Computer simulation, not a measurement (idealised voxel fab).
The following is a process module called voxel gate over fins.
Shown is cross-section cut, with a width of 255 nm and square cells of size 5 nm.
Think of the cross-section as a grid of square cells. We describe it in bands, top to bottom, and each band covers one or more rows of those cells. This entry defines a band. It first specifies the height of the band's top and the height of its bottom in nm, and then specifies the band's materials from left to right, stating each material with its width in nm. The word "edge to edge" identifies a single material that fills the band from edge to edge, while the word "air" identifies empty space. Height is counted from the level 0, under which the received wafer is composed throughout of one material. The lowest of the bands is not closed at the bottom but continues downward, in the notation "0 nm and below". Top row gets the first number, bottom row gets the second, and each row in between changes by the same step: that is how a band width like "30 to 40" works. Reading "same as before" for a step: not a cell of the cross-section changed in it. Reported under the label "Entrapped void list" are the empty spaces having no open way to the top and comprising 8 cells or more; the notation for each is width x height at distance, in which the distance is measured from the left edge and all three values are in nm. On each step's line, the part that comes after the settings is the simulator's own comment on the step. "overlay nm", when on a step's line for a step with a mask, measures how far to the right of its planned place the mask lay; a negative measure means to the left. Every pair from here on: before one process step, after it. The after cross-section reaches only to the lowest band that changed. Below the pair: the step in between and its settings. Pairs can belong to different runs of this module on the same starting wafer; a pair carries on from the pair above only if the entry headed "Ex-ante state" says so.

## Ex-ante state
> 40 nm to 20 nm  60 nm resist, then 15 nm air, then 180 nm resist
> 20 nm to 10 nm  60 nm aC, then 15 nm air, then 180 nm aC
> 10 nm to 0 nm  35 nm SiO2, then 15 nm SiN, then 40 nm SiO2, then 15 nm SiN, then 40 nm SiO2, then 15 nm SiN, then 40 nm SiO2, then 15 nm SiN, then 40 nm SiO2
> 0 nm to -5 nm  40 nm SiO2, then 5 nm Si, then 50 nm SiO2, then 5 nm Si, then 50 nm SiO2, then 5 nm Si, then 50 nm SiO2, then 5 nm Si, then 45 nm SiO2
> -5 nm to -45 nm  30 nm SiO2, then 15 nm Si, then 40 nm SiO2, then 15 nm Si, then 40 nm SiO2, then 15 nm Si, then 40 nm SiO2, then 15 nm Si, then 45 nm SiO2
> -45 nm and below  Si edge to edge
> Entrapped void list: none

## State After Step
> 20 nm to 10 nm  60 nm aC, then 15 nm air, then 180 nm aC
> Everything below 10 is unchanged.
> Entrapped void list: none
Step, pre vs post cross-sections above: STRIP, etch materials resist

Ex-ante state: the cross-section after the pair above

## State After Step
> 20 nm to 10 nm  60 nm aC, then 15 nm air, then 180 nm aC
> 10 nm to 0 nm  35 nm SiO2, then 15 nm SiN, then 10 nm SiO2, then 15 nm air, then 15 nm SiO2, then 15 nm SiN, then 40 nm SiO2, then 15 nm SiN, then 40 nm SiO2, then 15 nm SiN, then 40 nm SiO2
> 0 nm to -5 nm  40 nm SiO2, then 5 nm Si, then 15 nm SiO2, then 15 nm air, then 20 nm SiO2, then 5 nm Si, then 50 nm SiO2, then 5 nm Si, then 50 nm SiO2, then 5 nm Si, then 45 nm SiO2
> -5 nm to -35 nm  30 nm SiO2, then 15 nm Si, then 15 nm SiO2, then 15 nm air, then 10 nm SiO2, then 15 nm Si, then 40 nm SiO2, then 15 nm Si, then 40 nm SiO2, then 15 nm Si, then 45 nm SiO2
> Everything below -35 is unchanged.
> Entrapped void list: none
Step, pre vs post cross-sections above: DIRECTIONAL_ETCH, etch materials SiO2, depth nm 45

Ex-ante state: the cross-section after the pair above

## State After Step
> 10 nm to 0 nm  35 nm SiO2, then 15 nm SiN, then 10 nm SiO2, then 15 nm air, then 15 nm SiO2, then 15 nm SiN, then 40 nm SiO2, then 15 nm SiN, then 40 nm SiO2, then 15 nm SiN, then 40 nm SiO2
> Everything below 0 is unchanged.
> Entrapped void list: none
Step, pre vs post cross-sections above: STRIP, etch materials aC

Ex-ante state: the cross-section after the pair above

## State After Step
> 15 nm to 10 nm  65 nm TiN, then 5 nm air, then 185 nm TiN
> 10 nm to 0 nm  35 nm SiO2, then 15 nm SiN, then 10 nm SiO2, then 5 nm TiN, then 5 nm air, then 5 nm TiN, then 15 nm SiO2, then 15 nm SiN, then 40 nm SiO2, then 15 nm SiN, then 40 nm SiO2, then 15 nm SiN, then 40 nm SiO2
> 0 nm to -5 nm  40 nm SiO2, then 5 nm Si, then 15 nm SiO2, then 5 nm TiN, then 5 nm air, then 5 nm TiN, then 20 nm SiO2, then 5 nm Si, then 50 nm SiO2, then 5 nm Si, then 50 nm SiO2, then 5 nm Si, then 45 nm SiO2
> -5 nm to -30 nm  30 nm SiO2, then 15 nm Si, then 15 nm SiO2, then 5 nm TiN, then 5 nm air, then 5 nm TiN, then 10 nm SiO2, then 15 nm Si, then 40 nm SiO2, then 15 nm Si, then 40 nm SiO2, then 15 nm Si, then 45 nm SiO2
> -30 nm to -35 nm  30 nm SiO2, then 15 nm Si, then 15 nm SiO2, then 15 nm TiN, then 10 nm SiO2, then 15 nm Si, then 40 nm SiO2, then 15 nm Si, then 40 nm SiO2, then 15 nm Si, then 45 nm SiO2
> Everything below -35 is unchanged.
> Entrapped void list: none
Step, pre vs post cross-sections above: CONFORMAL_DEP, material TiN, thk nm 5

Ex-ante state: the cross-section after the pair above

## State After Step
> 25 nm to 15 nm  W edge to edge
> 15 nm to 10 nm  65 nm TiN, then 5 nm W, then 185 nm TiN
> 10 nm to 0 nm  35 nm SiO2, then 15 nm SiN, then 10 nm SiO2, then 5 nm TiN, then 5 nm W, then 5 nm TiN, then 15 nm SiO2, then 15 nm SiN, then 40 nm SiO2, then 15 nm SiN, then 40 nm SiO2, then 15 nm SiN, then 40 nm SiO2
> 0 nm to -5 nm  40 nm SiO2, then 5 nm Si, then 15 nm SiO2, then 5 nm TiN, then 5 nm W, then 5 nm TiN, then 20 nm SiO2, then 5 nm Si, then 50 nm SiO2, then 5 nm Si, then 50 nm SiO2, then 5 nm Si, then 45 nm SiO2
> -5 nm to -30 nm  30 nm SiO2, then 15 nm Si, then 15 nm SiO2, then 5 nm TiN, then 5 nm W, then 5 nm TiN, then 10 nm SiO2, then 15 nm Si, then 40 nm SiO2, then 15 nm Si, then 40 nm SiO2, then 15 nm Si, then 45 nm SiO2
> Everything below -30 is unchanged.
> Entrapped void list: none
Step, pre vs post cross-sections above: FILL_DEP, material W, thk nm 10

Ex-ante state: the cross-section after the pair above

## State After Step
> 10 nm to 0 nm  35 nm SiO2, then 15 nm SiN, then 10 nm SiO2, then 5 nm TiN, then 5 nm W, then 5 nm TiN, then 15 nm SiO2, then 15 nm SiN, then 40 nm SiO2, then 15 nm SiN, then 40 nm SiO2, then 15 nm SiN, then 40 nm SiO2
> Everything below 0 is unchanged.
> Entrapped void list: none
Step, pre vs post cross-sections above: CMP, height nm 10

Ex-ante state: the cross-section after the pair above

## State After Step
> 10 nm to 0 nm  35 nm SiO2, then 15 nm SiN, then 10 nm SiO2, then 15 nm air, then 15 nm SiO2, then 15 nm SiN, then 40 nm SiO2, then 15 nm SiN, then 40 nm SiO2, then 15 nm SiN, then 40 nm SiO2
> 0 nm to -5 nm  40 nm SiO2, then 5 nm Si, then 15 nm SiO2, then 15 nm air, then 20 nm SiO2, then 5 nm Si, then 50 nm SiO2, then 5 nm Si, then 50 nm SiO2, then 5 nm Si, then 45 nm SiO2
> -5 nm to -25 nm  30 nm SiO2, then 15 nm Si, then 15 nm SiO2, then 15 nm air, then 10 nm SiO2, then 15 nm Si, then 40 nm SiO2, then 15 nm Si, then 40 nm SiO2, then 15 nm Si, then 45 nm SiO2
> Everything below -25 is unchanged.
> Entrapped void list: none
Step, pre vs post cross-sections above: SELECTIVE_ETCH, etch materials W Ru TiN, depth nm 35

Ex-ante state: the cross-section after the pair above

## State After Step
> 15 nm to 10 nm  SiO2 edge to edge
> 10 nm to 0 nm  35 nm SiO2, then 15 nm SiN, then 40 nm SiO2, then 15 nm SiN, then 40 nm SiO2, then 15 nm SiN, then 40 nm SiO2, then 15 nm SiN, then 40 nm SiO2
> 0 nm to -5 nm  40 nm SiO2, then 5 nm Si, then 50 nm SiO2, then 5 nm Si, then 50 nm SiO2, then 5 nm Si, then 50 nm SiO2, then 5 nm Si, then 45 nm SiO2
> -5 nm to -25 nm  30 nm SiO2, then 15 nm Si, then 40 nm SiO2, then 15 nm Si, then 40 nm SiO2, then 15 nm Si, then 40 nm SiO2, then 15 nm Si, then 45 nm SiO2
> Everything below -25 is unchanged.
> Entrapped void list: none
Step, pre vs post cross-sections above: FILL_DEP, material SiO2, thk nm 5

Ex-ante state: the cross-section after the pair above

## State After Step
> 10 nm to 0 nm  35 nm SiO2, then 15 nm SiN, then 40 nm SiO2, then 15 nm SiN, then 40 nm SiO2, then 15 nm SiN, then 40 nm SiO2, then 15 nm SiN, then 40 nm SiO2
> Everything below 0 is unchanged.
> Entrapped void list: none
Step, pre vs post cross-sections above: CMP, height nm 10

Ex-ante state: the cross-section after the pair above

## State After Step
> 10 nm to 0 nm  35 nm air, then 15 nm SiN, then 40 nm air, then 15 nm SiN, then 40 nm air, then 15 nm SiN, then 40 nm air, then 15 nm SiN, then 40 nm air
> 0 nm to -5 nm  40 nm air, then 5 nm Si, then 50 nm air, then 5 nm Si, then 50 nm air, then 5 nm Si, then 50 nm air, then 5 nm Si, then 45 nm air
> -5 nm to -15 nm  30 nm air, then 15 nm Si, then 40 nm air, then 15 nm Si, then 40 nm air, then 15 nm Si, then 40 nm air, then 15 nm Si, then 45 nm air
> Everything below -15 is unchanged.
> Entrapped void list: none
Step, pre vs post cross-sections above: SELECTIVE_ETCH, etch materials SiO2, depth nm 25

Ex-ante state: the cross-section after the pair above

## State After Step
> 0 nm to -5 nm  40 nm air, then 5 nm Si, then 50 nm air, then 5 nm Si, then 50 nm air, then 5 nm Si, then 50 nm air, then 5 nm Si, then 45 nm air
> Everything below -5 is unchanged.
> Entrapped void list: none
Step, pre vs post cross-sections above: STRIP, etch materials SiN

Ex-ante state: the cross-section after the pair above

## State After Step
> 5 nm to 0 nm  35 nm air, then 15 nm HfO2, then 40 nm air, then 15 nm HfO2, then 40 nm air, then 15 nm HfO2, then 40 nm air, then 15 nm HfO2, then 40 nm air
> 0 nm to -10 nm  25 nm air, then 15 to 5 nm HfO2, then 5 to 15 nm Si, then 5 nm HfO2, then 30 nm air, then 15 to 5 nm HfO2, then 5 to 15 nm Si, then 5 nm HfO2, then 30 nm air, then 15 to 5 nm HfO2, then 5 to 15 nm Si, then 5 nm HfO2, then 30 nm air, then 15 to 5 nm HfO2, then 5 to 15 nm Si, then 5 nm HfO2, then 40 nm air
> -10 nm to -15 nm  30 nm HfO2, then 15 nm Si, then 40 nm HfO2, then 15 nm Si, then 40 nm HfO2, then 15 nm Si, then 40 nm HfO2, then 15 nm Si, then 45 nm HfO2
> Everything below -15 is unchanged.
> Entrapped void list: none
Step, pre vs post cross-sections above: CONFORMAL_DEP, material HfO2, thk nm 5

Ex-ante state: the cross-section after the pair above

## State After Step
> 10 nm to 5 nm  30 nm air, then 25 nm TiN, then 30 nm air, then 25 nm TiN, then 30 nm air, then 25 nm TiN, then 30 nm air, then 25 nm TiN, then 35 nm air
> 5 nm to 0 nm  20 nm air, then 15 nm TiN, then 15 nm HfO2, then 5 nm TiN, then 20 nm air, then 15 nm TiN, then 15 nm HfO2, then 5 nm TiN, then 20 nm air, then 15 nm TiN, then 15 nm HfO2, then 5 nm TiN, then 20 nm air, then 15 nm TiN, then 15 nm HfO2, then 5 nm TiN, then 35 nm air
> 0 nm to -5 nm  20 nm air, then 5 nm TiN, then 15 nm HfO2, then 5 nm Si, then 5 nm HfO2, then 5 nm TiN, then 20 nm air, then 5 nm TiN, then 15 nm HfO2, then 5 nm Si, then 5 nm HfO2, then 5 nm TiN, then 20 nm air, then 5 nm TiN, then 15 nm HfO2, then 5 nm Si, then 5 nm HfO2, then 5 nm TiN, then 20 nm air, then 5 nm TiN, then 15 nm HfO2, then 5 nm Si, then 5 nm HfO2, then 5 nm TiN, then 35 nm air
> -5 nm to -10 nm  25 nm TiN, then 5 nm HfO2, then 15 nm Si, then 5 nm HfO2, then 30 nm TiN, then 5 nm HfO2, then 15 nm Si, then 5 nm HfO2, then 30 nm TiN, then 5 nm HfO2, then 15 nm Si, then 5 nm HfO2, then 30 nm TiN, then 5 nm HfO2, then 15 nm Si, then 5 nm HfO2, then 40 nm TiN
> Everything below -10 is unchanged.
> Entrapped void list: none
Step, pre vs post cross-sections above: CONFORMAL_DEP, material TiN, thk nm 5

Ex-ante state: the cross-section after the pair above

## State After Step
> 25 nm to 10 nm  W edge to edge
> 10 nm to 5 nm  30 nm W, then 25 nm TiN, then 30 nm W, then 25 nm TiN, then 30 nm W, then 25 nm TiN, then 30 nm W, then 25 nm TiN, then 35 nm W
> 5 nm to 0 nm  20 nm W, then 15 nm TiN, then 15 nm HfO2, then 5 nm TiN, then 20 nm W, then 15 nm TiN, then 15 nm HfO2, then 5 nm TiN, then 20 nm W, then 15 nm TiN, then 15 nm HfO2, then 5 nm TiN, then 20 nm W, then 15 nm TiN, then 15 nm HfO2, then 5 nm TiN, then 35 nm W
> 0 nm to -5 nm  20 nm W, then 5 nm TiN, then 15 nm HfO2, then 5 nm Si, then 5 nm HfO2, then 5 nm TiN, then 20 nm W, then 5 nm TiN, then 15 nm HfO2, then 5 nm Si, then 5 nm HfO2, then 5 nm TiN, then 20 nm W, then 5 nm TiN, then 15 nm HfO2, then 5 nm Si, then 5 nm HfO2, then 5 nm TiN, then 20 nm W, then 5 nm TiN, then 15 nm HfO2, then 5 nm Si, then 5 nm HfO2, then 5 nm TiN, then 35 nm W
> Everything below -5 is unchanged.
> Entrapped void list: none
Step, pre vs post cross-sections above: FILL_DEP, material W, thk nm 15

Ex-ante state: the cross-section after the pair above

## State After Step
> 20 nm to 10 nm  W edge to edge
> Everything below 10 is unchanged.
> Entrapped void list: none
Step, pre vs post cross-sections above: CMP, height nm 20

Ex-ante state: the cross-section after the pair above

## State After Step
> 30 nm to 20 nm  SiCN edge to edge
> Everything below 20 is unchanged.
> Entrapped void list: none
Step, pre vs post cross-sections above: CONFORMAL_DEP, material SiCN, thk nm 10

## Ex-ante state
> 10 nm to 0 nm  35 nm air, then 15 nm SiN, then 40 nm air, then 15 nm SiN, then 40 nm air, then 15 nm SiN, then 40 nm air, then 15 nm SiN, then 40 nm air
> 0 nm to -40 nm  35 nm air, then 5 nm SiO2, then 5 nm Si, then 5 nm SiO2, then 40 nm air, then 5 nm SiO2, then 5 nm Si, then 5 nm SiO2, then 40 nm air, then 5 nm SiO2, then 5 nm Si, then 5 nm SiO2, then 40 nm air, then 5 nm SiO2, then 5 nm Si, then 5 nm SiO2, then 40 nm air
> -40 nm to -45 nm  40 nm SiO2, then 5 nm Si, then 50 nm SiO2, then 5 nm Si, then 50 nm SiO2, then 5 nm Si, then 50 nm SiO2, then 5 nm Si, then 45 nm SiO2
> -45 nm and below  Si edge to edge
> Entrapped void list: none

## State After Step
> 20 nm to 0 nm  SiN edge to edge
> 0 nm to -40 nm  35 nm SiN, then 5 nm SiO2, then 5 nm Si, then 5 nm SiO2, then 40 nm SiN, then 5 nm SiO2, then 5 nm Si, then 5 nm SiO2, then 40 nm SiN, then 5 nm SiO2, then 5 nm Si, then 5 nm SiO2, then 40 nm SiN, then 5 nm SiO2, then 5 nm Si, then 5 nm SiO2, then 40 nm SiN
> Everything below -40 is unchanged.
> Entrapped void list: none
Step, pre vs post cross-sections above: FILL_DEP, material SiN, thk nm 10

Ex-ante state: the cross-section after the pair above

## State After Step
> 10 nm to 0 nm  SiN edge to edge
> Everything below 0 is unchanged.
> Entrapped void list: none
Step, pre vs post cross-sections above: CMP, height nm 10

Ex-ante state: the cross-section after the pair above

## State After Step
> 20 nm to 10 nm  aC edge to edge
> Everything below 10 is unchanged.
> Entrapped void list: none
Step, pre vs post cross-sections above: DIRECTIONAL_DEP, material aC, thk nm 10

Ex-ante state: the cross-section after the pair above

## State After Step
> 50 nm to 20 nm  60 nm resist, then 15 nm air, then 180 nm resist
> Everything below 20 is unchanged.
> Entrapped void list: none
Step, pre vs post cross-sections above: PATTERN, tone open, mask id RAIL, material resist, width nm 15, thk nm 30, overlay nm 0

Ex-ante state: the cross-section after the pair above

## State After Step
> 40 nm to 20 nm  60 nm resist, then 15 nm air, then 180 nm resist
> 20 nm to 10 nm  60 nm aC, then 15 nm air, then 180 nm aC
> Everything below 10 is unchanged.
> Entrapped void list: none
Step, pre vs post cross-sections above: DIRECTIONAL_ETCH, etch materials aC, depth nm 10

Ex-ante state: the cross-section after the pair above

## State After Step
> 20 nm to 10 nm  60 nm aC, then 15 nm air, then 180 nm aC
> Everything below 10 is unchanged.
> Entrapped void list: none
Step, pre vs post cross-sections above: STRIP, etch materials resist

Ex-ante state: the cross-section after the pair above

## State After Step
> 10 nm to 0 nm  SiN edge to edge
> Everything below 0 is unchanged.
> Entrapped void list: none
Step, pre vs post cross-sections above: STRIP, etch materials aC

Ex-ante state: the cross-section after the pair above

## State After Step
> 15 nm to 10 nm  TiN edge to edge
> Everything below 10 is unchanged.
> Entrapped void list: none
Step, pre vs post cross-sections above: CONFORMAL_DEP, material TiN, thk nm 5

Ex-ante state: the cross-section after the pair above

## State After Step
> 25 nm to 15 nm  W edge to edge
> Everything below 15 is unchanged.
> Entrapped void list: none
Step, pre vs post cross-sections above: FILL_DEP, material W, thk nm 10

Ex-ante state: the cross-section after the pair above

## State After Step
> 10 nm to 0 nm  SiN edge to edge
> Everything below 0 is unchanged.
> Entrapped void list: none
Step, pre vs post cross-sections above: CMP, height nm 10

Ex-ante state: the cross-section after the pair above

## State After Step
> 15 nm to 10 nm  SiO2 edge to edge
> Everything below 10 is unchanged.
> Entrapped void list: none
Step, pre vs post cross-sections above: FILL_DEP, material SiO2, thk nm 5

Ex-ante state: the cross-section after the pair above

## State After Step
> 10 nm to 0 nm  SiN edge to edge
> Everything below 0 is unchanged.
> Entrapped void list: none
Step, pre vs post cross-sections above: CMP, height nm 10

Ex-ante state: the cross-section after the pair above

## State After Step
> 0 nm to -40 nm  35 nm air, then 5 nm SiO2, then 5 nm Si, then 5 nm SiO2, then 40 nm air, then 5 nm SiO2, then 5 nm Si, then 5 nm SiO2, then 40 nm air, then 5 nm SiO2, then 5 nm Si, then 5 nm SiO2, then 40 nm air, then 5 nm SiO2, then 5 nm Si, then 5 nm SiO2, then 40 nm air
> Everything below -40 is unchanged.
> Entrapped void list: none
Step, pre vs post cross-sections above: STRIP, etch materials SiN

Ex-ante state: the cross-section after the pair above

## State After Step
> 5 nm to 0 nm  30 nm air, then 25 nm HfO2, then 30 nm air, then 25 nm HfO2, then 30 nm air, then 25 nm HfO2, then 30 nm air, then 25 nm HfO2, then 35 nm air
> 0 nm to -35 nm  30 nm air, then 5 nm HfO2, then 5 nm SiO2, then 5 nm Si, then 5 nm SiO2, then 5 nm HfO2, then 30 nm air, then 5 nm HfO2, then 5 nm SiO2, then 5 nm Si, then 5 nm SiO2, then 5 nm HfO2, then 30 nm air, then 5 nm HfO2, then 5 nm SiO2, then 5 nm Si, then 5 nm SiO2, then 5 nm HfO2, then 30 nm air, then 5 nm HfO2, then 5 nm SiO2, then 5 nm Si, then 5 nm SiO2, then 5 nm HfO2, then 35 nm air
> -35 nm to -40 nm  35 nm HfO2, then 5 nm SiO2, then 5 nm Si, then 5 nm SiO2, then 40 nm HfO2, then 5 nm SiO2, then 5 nm Si, then 5 nm SiO2, then 40 nm HfO2, then 5 nm SiO2, then 5 nm Si, then 5 nm SiO2, then 40 nm HfO2, then 5 nm SiO2, then 5 nm Si, then 5 nm SiO2, then 40 nm HfO2
> Everything below -40 is unchanged.
> Entrapped void list: none
Step, pre vs post cross-sections above: CONFORMAL_DEP, material HfO2, thk nm 5

Ex-ante state: the cross-section after the pair above

## State After Step
> 10 nm to 5 nm  25 nm air, then 35 nm TiN, then 20 nm air, then 35 nm TiN, then 20 nm air, then 35 nm TiN, then 20 nm air, then 35 nm TiN, then 30 nm air
> 5 nm to 0 nm  25 nm air, then 5 nm TiN, then 25 nm HfO2, then 5 nm TiN, then 20 nm air, then 5 nm TiN, then 25 nm HfO2, then 5 nm TiN, then 20 nm air, then 5 nm TiN, then 25 nm HfO2, then 5 nm TiN, then 20 nm air, then 5 nm TiN, then 25 nm HfO2, then 5 nm TiN, then 30 nm air
> 0 nm to -30 nm  25 nm air, then 5 nm TiN, then 5 nm HfO2, then 5 nm SiO2, then 5 nm Si, then 5 nm SiO2, then 5 nm HfO2, then 5 nm TiN, then 20 nm air, then 5 nm TiN, then 5 nm HfO2, then 5 nm SiO2, then 5 nm Si, then 5 nm SiO2, then 5 nm HfO2, then 5 nm TiN, then 20 nm air, then 5 nm TiN, then 5 nm HfO2, then 5 nm SiO2, then 5 nm Si, then 5 nm SiO2, then 5 nm HfO2, then 5 nm TiN, then 20 nm air, then 5 nm TiN, then 5 nm HfO2, then 5 nm SiO2, then 5 nm Si, then 5 nm SiO2, then 5 nm HfO2, then 5 nm TiN, then 30 nm air
> -30 nm to -35 nm  30 nm TiN, then 5 nm HfO2, then 5 nm SiO2, then 5 nm Si, then 5 nm SiO2, then 5 nm HfO2, then 30 nm TiN, then 5 nm HfO2, then 5 nm SiO2, then 5 nm Si, then 5 nm SiO2, then 5 nm HfO2, then 30 nm TiN, then 5 nm HfO2, then 5 nm SiO2, then 5 nm Si, then 5 nm SiO2, then 5 nm HfO2, then 30 nm TiN, then 5 nm HfO2, then 5 nm SiO2, then 5 nm Si, then 5 nm SiO2, then 5 nm HfO2, then 35 nm TiN
> Everything below -35 is unchanged.
> Entrapped void list: none
Step, pre vs post cross-sections above: CONFORMAL_DEP, material TiN, thk nm 5

Ex-ante state: the cross-section after the pair above

## State After Step
> 25 nm to 10 nm  W edge to edge
> 10 nm to 5 nm  25 nm W, then 35 nm TiN, then 20 nm W, then 35 nm TiN, then 20 nm W, then 35 nm TiN, then 20 nm W, then 35 nm TiN, then 30 nm W
> 5 nm to 0 nm  25 nm W, then 5 nm TiN, then 25 nm HfO2, then 5 nm TiN, then 20 nm W, then 5 nm TiN, then 25 nm HfO2, then 5 nm TiN, then 20 nm W, then 5 nm TiN, then 25 nm HfO2, then 5 nm TiN, then 20 nm W, then 5 nm TiN, then 25 nm HfO2, then 5 nm TiN, then 30 nm W
> 0 nm to -30 nm  25 nm W, then 5 nm TiN, then 5 nm HfO2, then 5 nm SiO2, then 5 nm Si, then 5 nm SiO2, then 5 nm HfO2, then 5 nm TiN, then 20 nm W, then 5 nm TiN, then 5 nm HfO2, then 5 nm SiO2, then 5 nm Si, then 5 nm SiO2, then 5 nm HfO2, then 5 nm TiN, then 20 nm W, then 5 nm TiN, then 5 nm HfO2, then 5 nm SiO2, then 5 nm Si, then 5 nm SiO2, then 5 nm HfO2, then 5 nm TiN, then 20 nm W, then 5 nm TiN, then 5 nm HfO2, then 5 nm SiO2, then 5 nm Si, then 5 nm SiO2, then 5 nm HfO2, then 5 nm TiN, then 30 nm W
> Everything below -30 is unchanged.
> Entrapped void list: none
Step, pre vs post cross-sections above: FILL_DEP, material W, thk nm 15

Ex-ante state: the cross-section after the pair above

## State After Step
> 20 nm to 10 nm  W edge to edge
> Everything below 10 is unchanged.
> Entrapped void list: none
Step, pre vs post cross-sections above: CMP, height nm 20

Ex-ante state: the cross-section after the pair above

## State After Step
> 30 nm to 20 nm  SiCN edge to edge
> Everything below 20 is unchanged.
> Entrapped void list: none
Step, pre vs post cross-sections above: CONFORMAL_DEP, material SiCN, thk nm 10

## Ex-ante state
> 10 nm to 0 nm  SiN edge to edge
> 0 nm and below  Si edge to edge
> Entrapped void list: none

## State After Step
> 10 nm to 0 nm  35 nm SiN, then 15 nm air, then 40 nm SiN, then 15 nm air, then 40 nm SiN, then 15 nm air, then 40 nm SiN, then 15 nm air, then 40 nm SiN
> Everything below 0 is unchanged.
> Entrapped void list: none
Step, pre vs post cross-sections above: MASKED_ETCH, tone open, mask id FINS, width nm 15, pitch nm 55, etch materials SiN, depth nm 10, overlay nm 0

Ex-ante state: the cross-section after the pair above

## State After Step
> 10 nm to 0 nm  35 nm SiN, then 15 nm air, then 40 nm SiN, then 15 nm air, then 40 nm SiN, then 15 nm air, then 40 nm SiN, then 15 nm air, then 40 nm SiN
> 0 nm to -5 nm  30 nm Si, then 25 nm SiO2, then 30 nm Si, then 25 nm SiO2, then 30 nm Si, then 25 nm SiO2, then 30 nm Si, then 25 nm SiO2, then 35 nm Si
> Everything below -5 is unchanged.
> Entrapped void list: none
Step, pre vs post cross-sections above: OXIDIZE, depth nm 5

Ex-ante state: the cross-section after the pair above

## State After Step
> 20 nm to 10 nm  SiO2 edge to edge
> 10 nm to 0 nm  35 nm SiN, then 15 nm SiO2, then 40 nm SiN, then 15 nm SiO2, then 40 nm SiN, then 15 nm SiO2, then 40 nm SiN, then 15 nm SiO2, then 40 nm SiN
> Everything below 0 is unchanged.
> Entrapped void list: none
Step, pre vs post cross-sections above: FILL_DEP, material SiO2, thk nm 10

Ex-ante state: the cross-section after the pair above

## State After Step
> 10 nm to 0 nm  35 nm SiN, then 15 nm SiO2, then 40 nm SiN, then 15 nm SiO2, then 40 nm SiN, then 15 nm SiO2, then 40 nm SiN, then 15 nm SiO2, then 40 nm SiN
> Everything below 0 is unchanged.
> Entrapped void list: none
Step, pre vs post cross-sections above: CMP, height nm 10

Ex-ante state: the cross-section after the pair above

## State After Step
> 20 nm to 10 nm  aC edge to edge
> Everything below 10 is unchanged.
> Entrapped void list: none
Step, pre vs post cross-sections above: DIRECTIONAL_DEP, material aC, thk nm 10

Ex-ante state: the cross-section after the pair above

## State After Step
> 50 nm to 20 nm  60 nm resist, then 15 nm air, then 180 nm resist
> Everything below 20 is unchanged.
> Entrapped void list: none
Step, pre vs post cross-sections above: PATTERN, tone open, mask id RAIL, material resist, width nm 15, thk nm 30, overlay nm 0

Ex-ante state: the cross-section after the pair above

## State After Step
> 40 nm to 20 nm  60 nm resist, then 15 nm air, then 180 nm resist
> 20 nm to 10 nm  60 nm aC, then 15 nm air, then 180 nm aC
> Everything below 10 is unchanged.
> Entrapped void list: none
Step, pre vs post cross-sections above: DIRECTIONAL_ETCH, etch materials aC, depth nm 10

Ex-ante state: the cross-section after the pair above

## State After Step
> 20 nm to 10 nm  60 nm aC, then 15 nm air, then 180 nm aC
> Everything below 10 is unchanged.
> Entrapped void list: none
Step, pre vs post cross-sections above: STRIP, etch materials resist

Ex-ante state: the cross-section after the pair above

## State After Step
> 10 nm to 0 nm  35 nm SiN, then 15 nm SiO2, then 40 nm SiN, then 15 nm SiO2, then 40 nm SiN, then 15 nm SiO2, then 40 nm SiN, then 15 nm SiO2, then 40 nm SiN
> Everything below 0 is unchanged.
> Entrapped void list: none
Step, pre vs post cross-sections above: STRIP, etch materials aC

Ex-ante state: the cross-section after the pair above

## State After Step
> 15 nm to 10 nm  TiN edge to edge
> Everything below 10 is unchanged.
> Entrapped void list: none
Step, pre vs post cross-sections above: CONFORMAL_DEP, material TiN, thk nm 5

Ex-ante state: the cross-section after the pair above

## State After Step
> 25 nm to 15 nm  W edge to edge
> Everything below 15 is unchanged.
> Entrapped void list: none
Step, pre vs post cross-sections above: FILL_DEP, material W, thk nm 10

Ex-ante state: the cross-section after the pair above

## State After Step
> 10 nm to 0 nm  35 nm SiN, then 15 nm SiO2, then 40 nm SiN, then 15 nm SiO2, then 40 nm SiN, then 15 nm SiO2, then 40 nm SiN, then 15 nm SiO2, then 40 nm SiN
> Everything below 0 is unchanged.
> Entrapped void list: none
Step, pre vs post cross-sections above: CMP, height nm 10

Ex-ante state: the cross-section after the pair above

## State After Step
> 15 nm to 10 nm  SiO2 edge to edge
> Everything below 10 is unchanged.
> Entrapped void list: none
Step, pre vs post cross-sections above: FILL_DEP, material SiO2, thk nm 5

Ex-ante state: the cross-section after the pair above

## State After Step
> 10 nm to 0 nm  35 nm SiN, then 15 nm SiO2, then 40 nm SiN, then 15 nm SiO2, then 40 nm SiN, then 15 nm SiO2, then 40 nm SiN, then 15 nm SiO2, then 40 nm SiN
> Everything below 0 is unchanged.
> Entrapped void list: none
Step, pre vs post cross-sections above: CMP, height nm 10

Ex-ante state: the cross-section after the pair above

## State After Step
> 10 nm to 0 nm  35 nm SiN, then 15 nm air, then 40 nm SiN, then 15 nm air, then 40 nm SiN, then 15 nm air, then 40 nm SiN, then 15 nm air, then 40 nm SiN
> 0 nm to -5 nm  30 nm Si, then 25 nm air, then 30 nm Si, then 25 nm air, then 30 nm Si, then 25 nm air, then 30 nm Si, then 25 nm air, then 35 nm Si
> Everything below -5 is unchanged.
> Entrapped void list: none
Step, pre vs post cross-sections above: SELECTIVE_ETCH, etch materials SiO2, depth nm 25

Ex-ante state: the cross-section after the pair above

## State After Step
> 0 nm to -5 nm  30 nm Si, then 25 nm air, then 30 nm Si, then 25 nm air, then 30 nm Si, then 25 nm air, then 30 nm Si, then 25 nm air, then 35 nm Si
> Everything below -5 is unchanged.
> Entrapped void list: none
Step, pre vs post cross-sections above: STRIP, etch materials SiN

Ex-ante state: the cross-section after the pair above

## State After Step
> 5 nm to 0 nm  35 nm HfO2, then 15 nm air, then 40 nm HfO2, then 15 nm air, then 40 nm HfO2, then 15 nm air, then 40 nm HfO2, then 15 nm air, then 40 nm HfO2
> 0 nm to -5 nm  30 nm Si, then 25 nm HfO2, then 30 nm Si, then 25 nm HfO2, then 30 nm Si, then 25 nm HfO2, then 30 nm Si, then 25 nm HfO2, then 35 nm Si
> Everything below -5 is unchanged.
> Entrapped void list: none
Step, pre vs post cross-sections above: CONFORMAL_DEP, material HfO2, thk nm 5

Ex-ante state: the cross-section after the pair above

## State After Step
> 10 nm to 5 nm  40 nm TiN, then 5 nm air, then 50 nm TiN, then 5 nm air, then 50 nm TiN, then 5 nm air, then 50 nm TiN, then 5 nm air, then 45 nm TiN
> 5 nm to 0 nm  35 nm HfO2, then 15 nm TiN, then 40 nm HfO2, then 15 nm TiN, then 40 nm HfO2, then 15 nm TiN, then 40 nm HfO2, then 15 nm TiN, then 40 nm HfO2
> Everything below 0 is unchanged.
> Entrapped void list: none
Step, pre vs post cross-sections above: CONFORMAL_DEP, material TiN, thk nm 5
